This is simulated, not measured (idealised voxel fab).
Process module name: voxel transistor to metal
FYI the section here is cut, 180 nm wide, cells are 5 nm squares.
How to read a cross-section here: the picture is a grid of square cells, written as bands going from the top down, and any band can span one or more rows of cells. What a band's entry tells you: where the top is and where the bottom is, as heights in nm, and after that what lies inside, material by material from left to right, each with its width in nm. Empty space is written as the word "blank", and a single material marked with the word "throughout" occupies the band from edge to edge. Ref level 0: as-received wafer is one material below here. Bottom band extends down with no lower bound ("0 and below"). Graded width ("30->40"): value in top row of band = first number; value in bottom row = second number; row-to-row change constant. Basically "nothing was modified" means that step didn't change any cell in the cross-section. So "Catalogued sealed voids" is basically the list of trapped voids: any empty space of 8 cells or more that can't reach the top through an opening. They're written width x height at distance, the distance being from the left edge, and it's all nm. Anything after a step's settings on that line? It's the simulator's own note about the step. When a step includes a mask, the "overlay nm" setting on its line states how far to the right of its planned place that mask lay, and negative values state how far to the left.
### The following list gives the planned process steps
1,RECEIVE [material Si]
2,CONFORMAL_DEP [material SiO2] [thk nm 5]
3,CONFORMAL_DEP [material SiN] [thk nm 10]
4,DIRECTIONAL_DEP [material aC] [thk nm 10]
5,PATTERN [tone cover] [mask id ACTIVE] [material resist] [width nm 110] [thk nm 30] [overlay nm 0]
6,DIRECTIONAL_ETCH [etch materials aC] [depth nm 10]
7,STRIP [etch materials resist]
8,DIRECTIONAL_ETCH [etch materials SiN] [depth nm 10]
9,DIRECTIONAL_ETCH [etch materials SiO2] [depth nm 5]
10,DIRECTIONAL_ETCH [etch materials Si] [depth nm 30]
11,STRIP [etch materials aC]
12,FILL_DEP [material SiO2] [thk nm 10]
13,CMP [height nm 15]
14,SELECTIVE_ETCH [etch materials SiO2] [depth nm 5]
15,STRIP [etch materials SiN]
16,SELECTIVE_ETCH [etch materials SiO2] [depth nm 5]
17,OXIDIZE [depth nm 5]
18,DIRECTIONAL_DEP [material polySi] [thk nm 25]
19,DIRECTIONAL_DEP [material SiCN] [thk nm 15]
20,PATTERN [tone cover] [mask id GATE] [material resist] [width nm 30] [thk nm 20] [overlay nm 0]
21,DIRECTIONAL_ETCH [etch materials SiCN] [depth nm 25]
22,DIRECTIONAL_ETCH [etch materials polySi] [depth nm 35]
23,STRIP [etch materials resist]
24,CONFORMAL_DEP [material SiN] [thk nm 5]
25,DIRECTIONAL_ETCH [etch materials SiN] [depth nm 5]
26,DIRECTIONAL_ETCH [etch materials SiO2] [depth nm 5]
27,DIRECTIONAL_ETCH [etch materials Si] [depth nm 10]
28,EPI [material SiGe] [thk nm 10]
29,FILL_DEP [material SiO2] [thk nm 10]
30,CMP [height nm 25]
31,STRIP [etch materials polySi]
32,SELECTIVE_ETCH [etch materials SiO2] [depth nm 5]
33,CONFORMAL_DEP [material HfO2] [thk nm 5]
34,CONFORMAL_DEP [material TiN] [thk nm 5]
35,FILL_DEP [material W] [thk nm 10]
36,CMP [height nm 20]
37,DIRECTIONAL_DEP [material SiO2] [thk nm 10]
38,DIRECTIONAL_DEP [material aC] [thk nm 10]
39,PATTERN [tone open] [mask id CONTACT] [material resist] [width nm 15] [pitch nm 75] [thk nm 25] [overlay nm 0]
40,DIRECTIONAL_ETCH [etch materials aC] [depth nm 10]
41,STRIP [etch materials resist]
42,DIRECTIONAL_ETCH [etch materials SiO2] [depth nm 35]
43,STRIP [etch materials aC]
44,CONFORMAL_DEP [material TiN] [thk nm 5]
45,FILL_DEP [material W] [thk nm 5]
46,CMP [height nm 30]
47,DIRECTIONAL_DEP [material TiN] [thk nm 5]
48,DIRECTIONAL_DEP [material Ru] [thk nm 20]
49,DIRECTIONAL_DEP [material aC] [thk nm 15]
50,PATTERN [tone cover] [mask id METAL_1] [material resist] [width nm 15] [pitch nm 75] [thk nm 35] [overlay nm 0]
51,DIRECTIONAL_ETCH [etch materials aC] [depth nm 15]
52,STRIP [etch materials resist]
53,DIRECTIONAL_ETCH [etch materials Ru] [depth nm 20]
54,DIRECTIONAL_ETCH [etch materials TiN] [depth nm 5]
55,STRIP [etch materials aC]
56,CONFORMAL_DEP [material SiN] [thk nm 5]
57,FILL_DEP [material lowk] [thk nm 10]
58,CMP [height nm 55]
59,CONFORMAL_DEP [material SiCN] [thk nm 5]
### On the first of the two wafers: run conducted according to plan
### Cross-section of the incoming wafer, state after step 1
0 and below = Si throughout
Catalogued sealed voids: none
### After step 2: wafer cross-section
5 down to 0 = SiO2 throughout
Under the height 0 nothing was changed.
### After step 3: wafer cross-section
15 down to 5 = SiN throughout
Under the height 5 nothing was changed.
### After step 4: wafer cross-section
25 down to 15 = aC throughout
Under the height 15 nothing was changed.
### After step 5: wafer cross-section
55 down to 25 = 35 blank  110 resist  35 blank
Under the height 25 nothing was changed.
### After step 6: wafer cross-section
45 down to 25 = 35 blank  110 resist  35 blank
25 down to 15 = 35 blank  110 aC  35 blank
Under the height 15 nothing was changed.
### After step 7: wafer cross-section
25 down to 15 = 35 blank  110 aC  35 blank
Under the height 15 nothing was changed.
### After step 8: wafer cross-section
25 down to 15 = 35 blank  110 aC  35 blank
15 down to 5 = 35 blank  110 SiN  35 blank
Under the height 5 nothing was changed.
### After step 9: wafer cross-section
25 down to 15 = 35 blank  110 aC  35 blank
15 down to 5 = 35 blank  110 SiN  35 blank
5 down to 0 = 35 blank  110 SiO2  35 blank
Under the height 0 nothing was changed.
### After step 10: wafer cross-section
25 down to 15 = 35 blank  110 aC  35 blank
15 down to 5 = 35 blank  110 SiN  35 blank
5 down to 0 = 35 blank  110 SiO2  35 blank
0 down to -30 = 35 blank  110 Si  35 blank
Under the height -30 nothing was changed.
### After step 11: wafer cross-section
15 down to 5 = 35 blank  110 SiN  35 blank
Under the height 5 nothing was changed.
### After step 12: wafer cross-section
25 down to 15 = SiO2 throughout
15 down to 5 = 35 SiO2  110 SiN  35 SiO2
5 down to 0 = SiO2 throughout
0 down to -30 = 35 SiO2  110 Si  35 SiO2
Under the height -30 nothing was changed.
### After step 13: wafer cross-section
15 down to 5 = 35 SiO2  110 SiN  35 SiO2
Under the height 5 nothing was changed.
### After step 14: wafer cross-section
15 down to 10 = 35 blank  110 SiN  35 blank
Under the height 10 nothing was changed.
### After step 15: wafer cross-section
10 down to 5 = 35 SiO2  110 blank  35 SiO2
Under the height 5 nothing was changed.
### After step 16: wafer cross-section
5 down to 0 = 30 SiO2  120 blank  30 SiO2
Under the height 0 nothing was changed.
### After step 17: wafer cross-section
5 down to 0 = 30 SiO2  120 blank  30 SiO2
0 down to -5 = SiO2 throughout
Under the height -5 nothing was changed.
### After step 18: wafer cross-section
30 down to 25 = 30 polySi  120 blank  30 polySi
25 down to 5 = polySi throughout
5 down to 0 = 30 SiO2  120 polySi  30 SiO2
Under the height 0 nothing was changed.
### After step 19: wafer cross-section
45 down to 40 = 30 SiCN  120 blank  30 SiCN
40 down to 30 = SiCN throughout
30 down to 25 = 30 polySi  120 SiCN  30 polySi
Under the height 25 nothing was changed.
### After step 20: wafer cross-section
65 down to 45 = 75 blank  30 resist  75 blank
45 down to 40 = 30 SiCN  45 blank  30 resist  45 blank  30 SiCN
Under the height 40 nothing was changed.
### After step 21: wafer cross-section
65 down to 40 = 75 blank  30 resist  75 blank
40 down to 30 = 75 blank  30 SiCN  75 blank
30 down to 25 = 30 polySi  45 blank  30 SiCN  45 blank  30 polySi
Under the height 25 nothing was changed.
### After step 22: wafer cross-section
65 down to 40 = 75 blank  30 resist  75 blank
40 down to 25 = 75 blank  30 SiCN  75 blank
25 down to 5 = 75 blank  30 polySi  75 blank
5 down to 0 = 30 SiO2  45 blank  30 polySi  45 blank  30 SiO2
Under the height 0 nothing was changed.
### After step 23: wafer cross-section
40 down to 25 = 75 blank  30 SiCN  75 blank
Under the height 25 nothing was changed.
### After step 24: wafer cross-section
45 down to 40 = 70 blank  40 SiN  70 blank
40 down to 25 = 70 blank  5 SiN  30 SiCN  5 SiN  70 blank
25 down to 10 = 70 blank  5 SiN  30 polySi  5 SiN  70 blank
10 down to 5 = 35 SiN  35 blank  5 SiN  30 polySi  5 SiN  35 blank  35 SiN
5 down to 0 = 30 SiO2  45 SiN  30 polySi  45 SiN  30 SiO2
Under the height 0 nothing was changed.
### After step 25: wafer cross-section
40 down to 25 = 70 blank  5 SiN  30 SiCN  5 SiN  70 blank
25 down to 5 = 70 blank  5 SiN  30 polySi  5 SiN  70 blank
5 down to 0 = 30 SiO2  5 SiN  35 blank  5 SiN  30 polySi  5 SiN  35 blank  5 SiN  30 SiO2
Under the height 0 nothing was changed.
### After step 26: wafer cross-section
40 down to 25 = 70 blank  5 SiN  30 SiCN  5 SiN  70 blank
25 down to 5 = 70 blank  5 SiN  30 polySi  5 SiN  70 blank
5 down to 0 = 30 blank  5 SiN  35 blank  5 SiN  30 polySi  5 SiN  35 blank  5 SiN  30 blank
0 down to -5 = 35 SiO2  35 blank  40 SiO2  35 blank  35 SiO2
Under the height -5 nothing was changed.
### After step 27: wafer cross-section
40 down to 25 = 70 blank  5 SiN  30 SiCN  5 SiN  70 blank
25 down to 5 = 70 blank  5 SiN  30 polySi  5 SiN  70 blank
5 down to 0 = 30 blank  5 SiN  35 blank  5 SiN  30 polySi  5 SiN  35 blank  5 SiN  30 blank
0 down to -5 = 35 SiO2  35 blank  40 SiO2  35 blank  35 SiO2
-5 down to -15 = 35 SiO2  35 blank  40 Si  35 blank  35 SiO2
Under the height -15 nothing was changed.
### After step 28: wafer cross-section
40 down to 25 = 70 blank  5 SiN  30 SiCN  5 SiN  70 blank
25 down to 5 = 70 blank  5 SiN  30 polySi  5 SiN  70 blank
5 down to 0 = 30 blank  5 SiN  25 blank  10 SiGe  5 SiN  30 polySi  5 SiN  10 SiGe  25 blank  5 SiN  30 blank
0 down to -5 = 35 SiO2  25 blank  10 SiGe  40 SiO2  10 SiGe  25 blank  35 SiO2
-5 down to -15 = 35 SiO2  35 SiGe  40 Si  35 SiGe  35 SiO2
Under the height -15 nothing was changed.
### After step 29: wafer cross-section
50 down to 40 = SiO2 throughout
40 down to 25 = 70 SiO2  5 SiN  30 SiCN  5 SiN  70 SiO2
25 down to 5 = 70 SiO2  5 SiN  30 polySi  5 SiN  70 SiO2
5 down to 0 = 30 SiO2  5 SiN  25 SiO2  10 SiGe  5 SiN  30 polySi  5 SiN  10 SiGe  25 SiO2  5 SiN  30 SiO2
0 down to -5 = 60 SiO2  10 SiGe  40 SiO2  10 SiGe  60 SiO2
Under the height -5 nothing was changed.
### After step 30: wafer cross-section
25 down to 5 = 70 SiO2  5 SiN  30 polySi  5 SiN  70 SiO2
Under the height 5 nothing was changed.
### After step 31: wafer cross-section
25 down to 5 = 70 SiO2  5 SiN  30 blank  5 SiN  70 SiO2
5 down to 0 = 30 SiO2  5 SiN  25 SiO2  10 SiGe  5 SiN  30 blank  5 SiN  10 SiGe  25 SiO2  5 SiN  30 SiO2
Under the height 0 nothing was changed.
### After step 32: wafer cross-section
25 down to 20 = 70 blank  5 SiN  30 blank  5 SiN  70 blank
20 down to 5 = 70 SiO2  5 SiN  30 blank  5 SiN  70 SiO2
5 down to 0 = 30 SiO2  5 SiN  25 SiO2  10 SiGe  5 SiN  30 blank  5 SiN  10 SiGe  25 SiO2  5 SiN  30 SiO2
0 down to -5 = 60 SiO2  10 SiGe  40 blank  10 SiGe  60 SiO2
Under the height -5 nothing was changed.
### After step 33: wafer cross-section
30 down to 25 = 65 blank  15 HfO2  20 blank  15 HfO2  65 blank
25 down to 20 = 70 HfO2  5 SiN  5 HfO2  20 blank  5 HfO2  5 SiN  70 HfO2
20 down to 5 = 70 SiO2  5 SiN  5 HfO2  20 blank  5 HfO2  5 SiN  70 SiO2
5 down to 0 = 30 SiO2  5 SiN  25 SiO2  10 SiGe  5 SiN  5 HfO2  20 blank  5 HfO2  5 SiN  10 SiGe  25 SiO2  5 SiN  30 SiO2
0 down to -5 = 60 SiO2  10 SiGe  40 HfO2  10 SiGe  60 SiO2
Under the height -5 nothing was changed.
### After step 34: wafer cross-section
35 down to 30 = 60 blank  25 TiN  10 blank  25 TiN  60 blank
30 down to 25 = 65 TiN  15 HfO2  5 TiN  10 blank  5 TiN  15 HfO2  65 TiN
25 down to 20 = 70 HfO2  5 SiN  5 HfO2  5 TiN  10 blank  5 TiN  5 HfO2  5 SiN  70 HfO2
20 down to 5 = 70 SiO2  5 SiN  5 HfO2  5 TiN  10 blank  5 TiN  5 HfO2  5 SiN  70 SiO2
5 down to 0 = 30 SiO2  5 SiN  25 SiO2  10 SiGe  5 SiN  5 HfO2  20 TiN  5 HfO2  5 SiN  10 SiGe  25 SiO2  5 SiN  30 SiO2
Under the height 0 nothing was changed.
### After step 35: wafer cross-section
45 down to 35 = W throughout
35 down to 30 = 60 W  25 TiN  10 W  25 TiN  60 W
30 down to 25 = 65 TiN  15 HfO2  5 TiN  10 W  5 TiN  15 HfO2  65 TiN
25 down to 20 = 70 HfO2  5 SiN  5 HfO2  5 TiN  10 W  5 TiN  5 HfO2  5 SiN  70 HfO2
20 down to 5 = 70 SiO2  5 SiN  5 HfO2  5 TiN  10 W  5 TiN  5 HfO2  5 SiN  70 SiO2
Under the height 5 nothing was changed.
### After step 36: wafer cross-section
20 down to 5 = 70 SiO2  5 SiN  5 HfO2  5 TiN  10 W  5 TiN  5 HfO2  5 SiN  70 SiO2
Under the height 5 nothing was changed.
### After step 37: wafer cross-section
30 down to 20 = SiO2 throughout
Under the height 20 nothing was changed.
### After step 38: wafer cross-section
40 down to 30 = aC throughout
Under the height 30 nothing was changed.
### After step 39: wafer cross-section
65 down to 40 = 45 resist  15 blank  60 resist  15 blank  45 resist
Under the height 40 nothing was changed.
### After step 40: wafer cross-section
55 down to 40 = 45 resist  15 blank  60 resist  15 blank  45 resist
40 down to 30 = 45 aC  15 blank  60 aC  15 blank  45 aC
Under the height 30 nothing was changed.
### After step 41: wafer cross-section
40 down to 30 = 45 aC  15 blank  60 aC  15 blank  45 aC
Under the height 30 nothing was changed.
### After step 42: wafer cross-section
40 down to 30 = 45 aC  15 blank  60 aC  15 blank  45 aC
30 down to 20 = 45 SiO2  15 blank  60 SiO2  15 blank  45 SiO2
20 down to 5 = 45 SiO2  15 blank  10 SiO2  5 SiN  5 HfO2  5 TiN  10 W  5 TiN  5 HfO2  5 SiN  10 SiO2  15 blank  45 SiO2
5 down to 0 = 30 SiO2  5 SiN  10 SiO2  15 blank  10 SiGe  5 SiN  5 HfO2  20 TiN  5 HfO2  5 SiN  10 SiGe  15 blank  10 SiO2  5 SiN  30 SiO2
0 down to -5 = 45 SiO2  15 blank  10 SiGe  40 HfO2  10 SiGe  15 blank  45 SiO2
Under the height -5 nothing was changed.
### After step 43: wafer cross-section
30 down to 20 = 45 SiO2  15 blank  60 SiO2  15 blank  45 SiO2
Under the height 20 nothing was changed.
### After step 44: wafer cross-section
35 down to 30 = 50 TiN  5 blank  70 TiN  5 blank  50 TiN
30 down to 20 = 45 SiO2  5 TiN  5 blank  5 TiN  60 SiO2  5 TiN  5 blank  5 TiN  45 SiO2
20 down to 5 = 45 SiO2  5 TiN  5 blank  5 TiN  10 SiO2  5 SiN  5 HfO2  5 TiN  10 W  5 TiN  5 HfO2  5 SiN  10 SiO2  5 TiN  5 blank  5 TiN  45 SiO2
5 down to 0 = 30 SiO2  5 SiN  10 SiO2  5 TiN  5 blank  5 TiN  10 SiGe  5 SiN  5 HfO2  20 TiN  5 HfO2  5 SiN  10 SiGe  5 TiN  5 blank  5 TiN  10 SiO2  5 SiN  30 SiO2
0 down to -5 = 45 SiO2  15 TiN  10 SiGe  40 HfO2  10 SiGe  15 TiN  45 SiO2
Under the height -5 nothing was changed.
### After step 45: wafer cross-section
40 down to 35 = W throughout
35 down to 30 = 50 TiN  5 W  70 TiN  5 W  50 TiN
30 down to 20 = 45 SiO2  5 TiN  5 W  5 TiN  60 SiO2  5 TiN  5 W  5 TiN  45 SiO2
20 down to 5 = 45 SiO2  5 TiN  5 W  5 TiN  10 SiO2  5 SiN  5 HfO2  5 TiN  10 W  5 TiN  5 HfO2  5 SiN  10 SiO2  5 TiN  5 W  5 TiN  45 SiO2
5 down to 0 = 30 SiO2  5 SiN  10 SiO2  5 TiN  5 W  5 TiN  10 SiGe  5 SiN  5 HfO2  20 TiN  5 HfO2  5 SiN  10 SiGe  5 TiN  5 W  5 TiN  10 SiO2  5 SiN  30 SiO2
Under the height 0 nothing was changed.
### After step 46: wafer cross-section
30 down to 20 = 45 SiO2  5 TiN  5 W  5 TiN  60 SiO2  5 TiN  5 W  5 TiN  45 SiO2
Under the height 20 nothing was changed.
### After step 47: wafer cross-section
35 down to 30 = TiN throughout
Under the height 30 nothing was changed.
### After step 48: wafer cross-section
55 down to 35 = Ru throughout
Under the height 35 nothing was changed.
### After step 49: wafer cross-section
70 down to 55 = aC throughout
Under the height 55 nothing was changed.
### After step 50: wafer cross-section
105 down to 70 = 45 blank  15 resist  60 blank  15 resist  45 blank
Under the height 70 nothing was changed.
### After step 51: wafer cross-section
90 down to 70 = 45 blank  15 resist  60 blank  15 resist  45 blank
70 down to 55 = 45 blank  15 aC  60 blank  15 aC  45 blank
Under the height 55 nothing was changed.
### After step 52: wafer cross-section
70 down to 55 = 45 blank  15 aC  60 blank  15 aC  45 blank
Under the height 55 nothing was changed.
### After step 53: wafer cross-section
70 down to 55 = 45 blank  15 aC  60 blank  15 aC  45 blank
55 down to 35 = 45 blank  15 Ru  60 blank  15 Ru  45 blank
Under the height 35 nothing was changed.
### After step 54: wafer cross-section
70 down to 55 = 45 blank  15 aC  60 blank  15 aC  45 blank
55 down to 35 = 45 blank  15 Ru  60 blank  15 Ru  45 blank
35 down to 30 = 45 blank  15 TiN  60 blank  15 TiN  45 blank
Under the height 30 nothing was changed.
### After step 55: wafer cross-section
55 down to 35 = 45 blank  15 Ru  60 blank  15 Ru  45 blank
Under the height 35 nothing was changed.
### After step 56: wafer cross-section
60 down to 55 = 40 blank  25 SiN  50 blank  25 SiN  40 blank
55 down to 35 = 40 blank  5 SiN  15 Ru  5 SiN  50 blank  5 SiN  15 Ru  5 SiN  40 blank
35 down to 30 = 45 SiN  15 TiN  60 SiN  15 TiN  45 SiN
Under the height 30 nothing was changed.
### After step 57: wafer cross-section
70 down to 60 = lowk throughout
60 down to 55 = 40 lowk  25 SiN  50 lowk  25 SiN  40 lowk
55 down to 35 = 40 lowk  5 SiN  15 Ru  5 SiN  50 lowk  5 SiN  15 Ru  5 SiN  40 lowk
Under the height 35 nothing was changed.
### After step 58: wafer cross-section
55 down to 35 = 40 lowk  5 SiN  15 Ru  5 SiN  50 lowk  5 SiN  15 Ru  5 SiN  40 lowk
Under the height 35 nothing was changed.
### After step 59: wafer cross-section
60 down to 55 = SiCN throughout
Under the height 55 nothing was changed.
### Wafer two. Same start, same plan, one slip in execution. Same as wafer one through step 32, inclusive
### Cross-sectional representation of the second wafer at the time designated in the plan for the completion of step 33
30 down to 25 = 65 blank  15 TiN  20 blank  15 TiN  65 blank
25 down to 20 = 70 TiN  5 SiN  5 TiN  20 blank  5 TiN  5 SiN  70 TiN
20 down to 5 = 70 SiO2  5 SiN  5 TiN  20 blank  5 TiN  5 SiN  70 SiO2
5 down to 0 = 30 SiO2  5 SiN  25 SiO2  10 SiGe  5 SiN  5 TiN  20 blank  5 TiN  5 SiN  10 SiGe  25 SiO2  5 SiN  30 SiO2
0 down to -5 = 60 SiO2  10 SiGe  40 TiN  10 SiGe  60 SiO2
Under the height -5 nothing was changed.
### Cross-sectional representation of the second wafer at the time designated in the plan for the completion of step 34
35 down to 30 = 60 blank  25 HfO2  10 blank  25 HfO2  60 blank
30 down to 25 = 65 HfO2  15 TiN  5 HfO2  10 blank  5 HfO2  15 TiN  65 HfO2
25 down to 20 = 70 TiN  5 SiN  5 TiN  5 HfO2  10 blank  5 HfO2  5 TiN  5 SiN  70 TiN
20 down to 5 = 70 SiO2  5 SiN  5 TiN  5 HfO2  10 blank  5 HfO2  5 TiN  5 SiN  70 SiO2
5 down to 0 = 30 SiO2  5 SiN  25 SiO2  10 SiGe  5 SiN  5 TiN  20 HfO2  5 TiN  5 SiN  10 SiGe  25 SiO2  5 SiN  30 SiO2
Under the height 0 nothing was changed.
### Cross-sectional representation of the second wafer at the time designated in the plan for the completion of step 35
45 down to 35 = W throughout
35 down to 30 = 60 W  25 HfO2  10 W  25 HfO2  60 W
30 down to 25 = 65 HfO2  15 TiN  5 HfO2  10 W  5 HfO2  15 TiN  65 HfO2
25 down to 20 = 70 TiN  5 SiN  5 TiN  5 HfO2  10 W  5 HfO2  5 TiN  5 SiN  70 TiN
20 down to 5 = 70 SiO2  5 SiN  5 TiN  5 HfO2  10 W  5 HfO2  5 TiN  5 SiN  70 SiO2
Under the height 5 nothing was changed.
### Cross-sectional representation of the second wafer at the time designated in the plan for the completion of step 36
20 down to 5 = 70 SiO2  5 SiN  5 TiN  5 HfO2  10 W  5 HfO2  5 TiN  5 SiN  70 SiO2
Under the height 5 nothing was changed.
### Cross-sectional representation of the second wafer at the time designated in the plan for the completion of step 37
30 down to 20 = SiO2 throughout
Under the height 20 nothing was changed.
### Cross-sectional representation of the second wafer at the time designated in the plan for the completion of step 38
40 down to 30 = aC throughout
Under the height 30 nothing was changed.
### Cross-sectional representation of the second wafer at the time designated in the plan for the completion of step 39
65 down to 40 = 45 resist  15 blank  60 resist  15 blank  45 resist
Under the height 40 nothing was changed.
### Cross-sectional representation of the second wafer at the time designated in the plan for the completion of step 40
55 down to 40 = 45 resist  15 blank  60 resist  15 blank  45 resist
40 down to 30 = 45 aC  15 blank  60 aC  15 blank  45 aC
Under the height 30 nothing was changed.
### Cross-sectional representation of the second wafer at the time designated in the plan for the completion of step 41
40 down to 30 = 45 aC  15 blank  60 aC  15 blank  45 aC
Under the height 30 nothing was changed.
### Cross-sectional representation of the second wafer at the time designated in the plan for the completion of step 42
40 down to 30 = 45 aC  15 blank  60 aC  15 blank  45 aC
30 down to 20 = 45 SiO2  15 blank  60 SiO2  15 blank  45 SiO2
20 down to 5 = 45 SiO2  15 blank  10 SiO2  5 SiN  5 TiN  5 HfO2  10 W  5 HfO2  5 TiN  5 SiN  10 SiO2  15 blank  45 SiO2
5 down to 0 = 30 SiO2  5 SiN  10 SiO2  15 blank  10 SiGe  5 SiN  5 TiN  20 HfO2  5 TiN  5 SiN  10 SiGe  15 blank  10 SiO2  5 SiN  30 SiO2
0 down to -5 = 45 SiO2  15 blank  10 SiGe  40 TiN  10 SiGe  15 blank  45 SiO2
Under the height -5 nothing was changed.
### Cross-sectional representation of the second wafer at the time designated in the plan for the completion of step 43
30 down to 20 = 45 SiO2  15 blank  60 SiO2  15 blank  45 SiO2
Under the height 20 nothing was changed.
### Cross-sectional representation of the second wafer at the time designated in the plan for the completion of step 44
35 down to 30 = 50 TiN  5 blank  70 TiN  5 blank  50 TiN
30 down to 20 = 45 SiO2  5 TiN  5 blank  5 TiN  60 SiO2  5 TiN  5 blank  5 TiN  45 SiO2
20 down to 5 = 45 SiO2  5 TiN  5 blank  5 TiN  10 SiO2  5 SiN  5 TiN  5 HfO2  10 W  5 HfO2  5 TiN  5 SiN  10 SiO2  5 TiN  5 blank  5 TiN  45 SiO2
5 down to 0 = 30 SiO2  5 SiN  10 SiO2  5 TiN  5 blank  5 TiN  10 SiGe  5 SiN  5 TiN  20 HfO2  5 TiN  5 SiN  10 SiGe  5 TiN  5 blank  5 TiN  10 SiO2  5 SiN  30 SiO2
0 down to -5 = 45 SiO2  15 TiN  10 SiGe  40 TiN  10 SiGe  15 TiN  45 SiO2
Under the height -5 nothing was changed.
### Cross-sectional representation of the second wafer at the time designated in the plan for the completion of step 45
40 down to 35 = W throughout
35 down to 30 = 50 TiN  5 W  70 TiN  5 W  50 TiN
30 down to 20 = 45 SiO2  5 TiN  5 W  5 TiN  60 SiO2  5 TiN  5 W  5 TiN  45 SiO2
20 down to 5 = 45 SiO2  5 TiN  5 W  5 TiN  10 SiO2  5 SiN  5 TiN  5 HfO2  10 W  5 HfO2  5 TiN  5 SiN  10 SiO2  5 TiN  5 W  5 TiN  45 SiO2
5 down to 0 = 30 SiO2  5 SiN  10 SiO2  5 TiN  5 W  5 TiN  10 SiGe  5 SiN  5 TiN  20 HfO2  5 TiN  5 SiN  10 SiGe  5 TiN  5 W  5 TiN  10 SiO2  5 SiN  30 SiO2
Under the height 0 nothing was changed.
### Cross-sectional representation of the second wafer at the time designated in the plan for the completion of step 46
30 down to 20 = 45 SiO2  5 TiN  5 W  5 TiN  60 SiO2  5 TiN  5 W  5 TiN  45 SiO2
Under the height 20 nothing was changed.
### Cross-sectional representation of the second wafer at the time designated in the plan for the completion of step 47
35 down to 30 = TiN throughout
Under the height 30 nothing was changed.
### Cross-sectional representation of the second wafer at the time designated in the plan for the completion of step 48
55 down to 35 = Ru throughout
Under the height 35 nothing was changed.
### Cross-sectional representation of the second wafer at the time designated in the plan for the completion of step 49
70 down to 55 = aC throughout
Under the height 55 nothing was changed.
### Cross-sectional representation of the second wafer at the time designated in the plan for the completion of step 50
105 down to 70 = 45 blank  15 resist  60 blank  15 resist  45 blank
Under the height 70 nothing was changed.
### Cross-sectional representation of the second wafer at the time designated in the plan for the completion of step 51
90 down to 70 = 45 blank  15 resist  60 blank  15 resist  45 blank
70 down to 55 = 45 blank  15 aC  60 blank  15 aC  45 blank
Under the height 55 nothing was changed.
### Cross-sectional representation of the second wafer at the time designated in the plan for the completion of step 52
70 down to 55 = 45 blank  15 aC  60 blank  15 aC  45 blank
Under the height 55 nothing was changed.
### Cross-sectional representation of the second wafer at the time designated in the plan for the completion of step 53
70 down to 55 = 45 blank  15 aC  60 blank  15 aC  45 blank
55 down to 35 = 45 blank  15 Ru  60 blank  15 Ru  45 blank
Under the height 35 nothing was changed.
### Cross-sectional representation of the second wafer at the time designated in the plan for the completion of step 54
70 down to 55 = 45 blank  15 aC  60 blank  15 aC  45 blank
55 down to 35 = 45 blank  15 Ru  60 blank  15 Ru  45 blank
35 down to 30 = 45 blank  15 TiN  60 blank  15 TiN  45 blank
Under the height 30 nothing was changed.
### Cross-sectional representation of the second wafer at the time designated in the plan for the completion of step 55
55 down to 35 = 45 blank  15 Ru  60 blank  15 Ru  45 blank
Under the height 35 nothing was changed.
### Cross-sectional representation of the second wafer at the time designated in the plan for the completion of step 56
60 down to 55 = 40 blank  25 SiN  50 blank  25 SiN  40 blank
55 down to 35 = 40 blank  5 SiN  15 Ru  5 SiN  50 blank  5 SiN  15 Ru  5 SiN  40 blank
35 down to 30 = 45 SiN  15 TiN  60 SiN  15 TiN  45 SiN
Under the height 30 nothing was changed.
### Cross-sectional representation of the second wafer at the time designated in the plan for the completion of step 57
70 down to 60 = lowk throughout
60 down to 55 = 40 lowk  25 SiN  50 lowk  25 SiN  40 lowk
55 down to 35 = 40 lowk  5 SiN  15 Ru  5 SiN  50 lowk  5 SiN  15 Ru  5 SiN  40 lowk
Under the height 35 nothing was changed.
### Cross-sectional representation of the second wafer at the time designated in the plan for the completion of step 58
55 down to 35 = 40 lowk  5 SiN  15 Ru  5 SiN  50 lowk  5 SiN  15 Ru  5 SiN  40 lowk
Under the height 35 nothing was changed.
### Cross-sectional representation of the second wafer at the time designated in the plan for the completion of step 59
60 down to 55 = SiCN throughout
Under the height 55 nothing was changed.
What broke from the plan during processing? note: step 33 <-> step 34, run order reversed vs plan
The closing comparison, in cells, has the second wafer with more or fewer of some materials than the first: -6 HfO2, +6 TiN
